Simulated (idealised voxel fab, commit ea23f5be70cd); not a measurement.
Name of the process module below: voxel wiring stack
Xsec cut, 265 nm wide, square cell size 5 nm.
For the purposes of this document, a cross-section shall be understood as a grid of square cells, specified as bands listed in top-to-bottom order, each band consisting of one or more rows of cells.
The entry gives the band's vertical extent as a top height and a bottom height in nm, then its horizontal make-up as materials from left to right, each with a width in nm. "blank" stands for empty space; a single material marked "full width" fills the band edge to edge.
Beneath 0, the wafer as received is one material, and that level is where height counting begins. The lowest band goes on downward without a bottom; it is written like "0 -> down".
Top row gets the first number, bottom row gets the second, and each row in between changes by the same step: that is how a band width like "30 to 40" works.
"no modification" (step): cross-section cells unchanged, all of them.
This entry, "Closed void entries", enumerates those empty regions of no fewer than 8 cells that possess no open connection to the top. Each region is reported in the form width x height at distance, the distance being taken from the left edge, with all three quantities expressed in nm.
Formally, on a step line, whatever follows the settings is a remark that the simulator itself makes on the step.
The setting "overlay nm" may be written on the line of a step. When the step uses a mask, the value reports how far to the right of the planned place the mask lay, and a negative value reports that it lay to the left.

**These are the steps we planned for the process**
1. RECEIVE | material Si
2. CONFORMAL_DEP | material SiO2 | thk nm 10
3. CONFORMAL_DEP | material SiN | thk nm 5
4. DIRECTIONAL_DEP | material SiO2 | thk nm 15
5. DIRECTIONAL_DEP | material aC | thk nm 10
6. PATTERN | tone open | mask id METAL_1 | material resist | width nm 20 | pitch nm 45 | thk nm 25 | overlay nm 0
7. DIRECTIONAL_ETCH | etch materials aC | depth nm 10
8. STRIP | etch materials resist
9. DIRECTIONAL_ETCH | etch materials SiO2 | depth nm 15
10. DIRECTIONAL_ETCH | etch materials SiN | depth nm 5
11. STRIP | etch materials aC
12. CONFORMAL_DEP | material TiN | thk nm 5
13. FILL_DEP | material W | thk nm 10
14. CMP | height nm 30
15. CONFORMAL_DEP | material SiCN | thk nm 5
16. DIRECTIONAL_DEP | material SiO2 | thk nm 35
17. DIRECTIONAL_DEP | material aC | thk nm 10
18. PATTERN | tone open | mask id METAL_2_HOLES | material resist | width nm 15 | pitch nm 90 | thk nm 30 | overlay nm 0
19. DIRECTIONAL_ETCH | etch materials aC | depth nm 10
20. STRIP | etch materials resist
21. DIRECTIONAL_ETCH | etch materials SiO2 | depth nm 35
22. STRIP | etch materials aC
23. MASKED_ETCH | tone open | mask id METAL_2 | width nm 20 | pitch nm 45 | etch materials SiO2 | depth nm 20 | overlay nm 0
24. MASKED_ETCH | tone open | mask id METAL_2 | width nm 20 | pitch nm 45 | etch materials SiCN | depth nm 5 | overlay nm 0
25. CONFORMAL_DEP | material TiN | thk nm 5
26. FILL_DEP | material Cu | thk nm 10
27. CMP | height nm 70
28. CONFORMAL_DEP | material SiCN | thk nm 5
29. DIRECTIONAL_DEP | material lowk | thk nm 25
30. PATTERN | tone open | mask id METAL_3 | material resist | width nm 20 | pitch nm 45 | thk nm 20 | overlay nm 0
31. DIRECTIONAL_ETCH | etch materials lowk | depth nm 15
32. STRIP | etch materials resist
33. MASKED_ETCH | tone open | mask id METAL_3_HOLES | width nm 15 | pitch nm 45 | etch materials lowk | depth nm 10 | overlay nm 0
34. MASKED_ETCH | tone open | mask id METAL_3_HOLES | width nm 15 | pitch nm 45 | etch materials SiCN | depth nm 5 | overlay nm 0
35. CONFORMAL_DEP | material TiN | thk nm 5
36. FILL_DEP | material Cu | thk nm 10
37. CMP | height nm 100
38. CONFORMAL_DEP | material SiCN | thk nm 5
39. DIRECTIONAL_DEP | material lowk | thk nm 25
40. MASKED_ETCH | tone open | mask id METAL_4_HOLES | width nm 15 | pitch nm 45 | etch materials lowk | depth nm 25 | overlay nm 0
41. MASKED_ETCH | tone open | mask id METAL_4 | width nm 20 | pitch nm 45 | etch materials lowk | depth nm 15 | overlay nm 0
42. MASKED_ETCH | tone open | mask id METAL_4 | width nm 20 | pitch nm 45 | etch materials SiCN | depth nm 5 | overlay nm 0
43. CONFORMAL_DEP | material TiN | thk nm 5
44. FILL_DEP | material Ru | thk nm 10
45. CMP | height nm 130
46. CONFORMAL_DEP | material SiCN | thk nm 5

**The cross-section here shows the wafer as received, i.e. in its state after step 1**
0 -> down  Si full width
Closed void entries: none

**first wafer at the end, as planned**
135 -> 130  SiCN full width
130 -> 120  lowk 55 / TiN 5 / Ru 10 / TiN 5 / lowk 25 / TiN 5 / Ru 10 / TiN 5 / lowk 25 / TiN 5 / Ru 10 / TiN 5 / lowk 25 / TiN 5 / Ru 10 / TiN 5 / lowk 55
120 -> 115  lowk 55 / TiN 5 / Ru 5 / TiN 10 / lowk 25 / TiN 5 / Ru 5 / TiN 10 / lowk 25 / TiN 5 / Ru 5 / TiN 10 / lowk 25 / TiN 5 / Ru 5 / TiN 10 / lowk 55
115 -> 105  lowk 55 / TiN 5 / Ru 5 / TiN 5 / lowk 30 / TiN 5 / Ru 5 / TiN 5 / lowk 30 / TiN 5 / Ru 5 / TiN 5 / lowk 30 / TiN 5 / Ru 5 / TiN 5 / lowk 60
105 -> 100  SiCN 55 / TiN 15 / SiCN 30 / TiN 15 / SiCN 30 / TiN 15 / SiCN 30 / TiN 15 / SiCN 60
100 -> 90  lowk 55 / TiN 5 / Cu 10 / TiN 5 / lowk 25 / TiN 5 / Cu 10 / TiN 5 / lowk 25 / TiN 5 / Cu 10 / TiN 5 / lowk 25 / TiN 5 / Cu 10 / TiN 5 / lowk 55
90 -> 85  lowk 55 / TiN 5 / Cu 5 / TiN 10 / lowk 25 / TiN 5 / Cu 5 / TiN 10 / lowk 25 / TiN 5 / Cu 5 / TiN 10 / lowk 25 / TiN 5 / Cu 5 / TiN 10 / lowk 55
85 -> 75  lowk 55 / TiN 5 / Cu 5 / TiN 5 / lowk 30 / TiN 5 / Cu 5 / TiN 5 / lowk 30 / TiN 5 / Cu 5 / TiN 5 / lowk 30 / TiN 5 / Cu 5 / TiN 5 / lowk 60
75 -> 70  SiCN 55 / TiN 15 / SiCN 30 / TiN 15 / SiCN 30 / TiN 15 / SiCN 30 / TiN 15 / SiCN 60
70 -> 55  SiO2 55 / TiN 5 / Cu 10 / TiN 5 / SiO2 25 / TiN 5 / Cu 10 / TiN 5 / SiO2 25 / TiN 5 / Cu 10 / TiN 5 / SiO2 25 / TiN 5 / Cu 10 / TiN 5 / SiO2 55
55 -> 50  SiO2 55 / TiN 5 / Cu 5 / TiN 10 / SiO2 25 / TiN 20 / SiO2 25 / TiN 5 / Cu 5 / TiN 10 / SiO2 25 / TiN 20 / SiO2 55
50 -> 35  SiO2 55 / TiN 5 / Cu 5 / TiN 5 / SiO2 75 / TiN 5 / Cu 5 / TiN 5 / SiO2 105
35 -> 30  SiCN 55 / TiN 15 / SiCN 75 / TiN 15 / SiCN 105
30 -> 15  SiO2 55 / TiN 5 / W 10 / TiN 5 / SiO2 25 / TiN 5 / W 10 / TiN 5 / SiO2 25 / TiN 5 / W 10 / TiN 5 / SiO2 25 / TiN 5 / W 10 / TiN 5 / SiO2 55
15 -> 10  SiN 55 / TiN 20 / SiN 25 / TiN 20 / SiN 25 / TiN 20 / SiN 25 / TiN 20 / SiN 55
10 -> 0  SiO2 full width
0 -> down  Si full width
Closed void entries: none

**second wafer at the end: like start, like plan, one mistake**
135 -> 130  SiCN full width
130 -> 120  lowk 55 / TiN 5 / Ru 10 / TiN 5 / lowk 25 / TiN 5 / Ru 10 / TiN 5 / lowk 25 / TiN 5 / Ru 10 / TiN 5 / lowk 25 / TiN 5 / Ru 10 / TiN 5 / lowk 55
120 -> 115  lowk 55 / TiN 5 / Ru 5 / TiN 10 / lowk 25 / TiN 5 / Ru 5 / TiN 10 / lowk 25 / TiN 5 / Ru 5 / TiN 10 / lowk 25 / TiN 5 / Ru 5 / TiN 10 / lowk 55
115 -> 105  lowk 55 / TiN 5 / Ru 5 / TiN 5 / lowk 30 / TiN 5 / Ru 5 / TiN 5 / lowk 30 / TiN 5 / Ru 5 / TiN 5 / lowk 30 / TiN 5 / Ru 5 / TiN 5 / lowk 60
105 -> 100  SiCN 55 / TiN 15 / SiCN 30 / TiN 15 / SiCN 30 / TiN 15 / SiCN 30 / TiN 15 / SiCN 60
100 -> 90  lowk 55 / TiN 5 / Cu 10 / TiN 5 / lowk 25 / TiN 5 / Cu 10 / TiN 5 / lowk 25 / TiN 5 / Cu 10 / TiN 5 / lowk 25 / TiN 5 / Cu 10 / TiN 5 / lowk 55
90 -> 85  lowk 55 / TiN 5 / Cu 5 / TiN 10 / lowk 25 / TiN 5 / Cu 5 / TiN 10 / lowk 25 / TiN 5 / Cu 5 / TiN 10 / lowk 25 / TiN 5 / Cu 5 / TiN 10 / lowk 55
85 -> 75  lowk 55 / TiN 5 / Cu 5 / TiN 5 / lowk 30 / TiN 5 / Cu 5 / TiN 5 / lowk 30 / TiN 5 / Cu 5 / TiN 5 / lowk 30 / TiN 5 / Cu 5 / TiN 5 / lowk 60
75 -> 70  SiCN 55 / TiN 15 / SiCN 30 / TiN 15 / SiCN 30 / TiN 15 / SiCN 30 / TiN 15 / SiCN 60
70 -> 55  SiO2 55 / TiN 5 / Cu 10 / TiN 5 / SiO2 25 / TiN 5 / Cu 10 / TiN 5 / SiO2 25 / TiN 5 / Cu 10 / TiN 5 / SiO2 25 / TiN 5 / Cu 10 / TiN 5 / SiO2 55
55 -> 50  SiO2 55 / TiN 5 / Cu 5 / TiN 10 / SiO2 25 / TiN 20 / SiO2 25 / TiN 5 / Cu 5 / TiN 10 / SiO2 25 / TiN 20 / SiO2 55
50 -> 35  SiO2 55 / TiN 5 / Cu 5 / TiN 5 / SiO2 75 / TiN 5 / Cu 5 / TiN 5 / SiO2 105
35 -> 30  SiCN 55 / TiN 15 / SiCN 75 / TiN 15 / SiCN 105
30 -> 20  W full width
20 -> 15  TiN 60 / W 10 / TiN 35 / W 10 / TiN 35 / W 10 / TiN 35 / W 10 / TiN 60
15 -> 10  SiN 55 / TiN 20 / SiN 25 / TiN 20 / SiN 25 / TiN 20 / SiN 25 / TiN 20 / SiN 55
10 -> 0  SiO2 full width
0 -> down  Si full width
Closed void entries: none
Against the plan, the run slipped here: step 4 of the plan got skipped, so it never ran
Per the end-of-run cell counts, the second wafer holds more or fewer of some materials than the first: 111 fewer of SiO2; 21 more of TiN; 90 more of W
